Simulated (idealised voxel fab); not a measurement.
process module | voxel spacer lines
cross-section cut | 180 nm wide | cells 5 nm
A cross-section is a grid of square cells, given in bands from the top down. A band is one or more rows of cells.
Each band's line starts with the height of the band's top and of its bottom, in nm. Then come its materials from left to right, each with its width in nm. One material with "throughout" fills the band from edge to edge. "air" is empty space.
Height 0 is the level under which the wafer as received is all one material. The lowest band goes on downwards, as in "0 down".
A width such as "30 to 40" changes by the same amount from each row of cells to the next, from the band's top row to its bottom row.
"no change" after a step means that no cell of the cross-section changed.
closed voids: empty space of 8 cells or more with no open way to the top, each as width x height at its distance from the left edge, in nm
after a step's settings: what the simulator itself notes on the step
overlay nm, on a step with a mask: how far to the right of its planned place the mask lay; to the left if negative
plan
1 op RECEIVE | material Si
2 op CONFORMAL_DEP | material Al2O3 | thk nm 5
3 op DIRECTIONAL_DEP | material polySi | thk nm 15
4 op DIRECTIONAL_DEP | material aC | thk nm 20
5 op PATTERN | tone cover | mask id MANDREL | material resist | width nm 20 | pitch nm 60 | thk nm 25 | overlay nm 0
6 op DIRECTIONAL_ETCH | etch materials aC | depth nm 20
7 op STRIP | etch materials resist
8 op CONFORMAL_DEP | material SiO2 | thk nm 10
9 op DIRECTIONAL_ETCH | etch materials SiO2 | depth nm 10
10 op STRIP | etch materials aC
11 op DIRECTIONAL_ETCH | etch materials polySi | depth nm 15
12 op STRIP | etch materials SiO2
as received, after step 1
  0 down: Si throughout
  closed voids: none
first wafer at the end, as planned
  20 to 5: air 40 | polySi 10 | air 20 | polySi 10 | air 20 | polySi 10 | air 20 | polySi 10 | air 40
  5 to 0: Al2O3 throughout
  0 down: Si throughout
  closed voids: none
second wafer at the end: like start, like plan, one mistake
  20 to 5: air 45 | polySi 10 | air 15 | polySi 10 | air 25 | polySi 10 | air 15 | polySi 10 | air 40
  5 to 0: Al2O3 throughout
  0 down: Si throughout
  closed voids: none
what went wrong: step 5 ran as: op PATTERN | tone cover | mask id MANDREL | material resist | width nm 15 | pitch nm 60 | thk nm 25 | overlay nm 0
at the end the second wafer has, in cells: as many of each material as the first, in other places
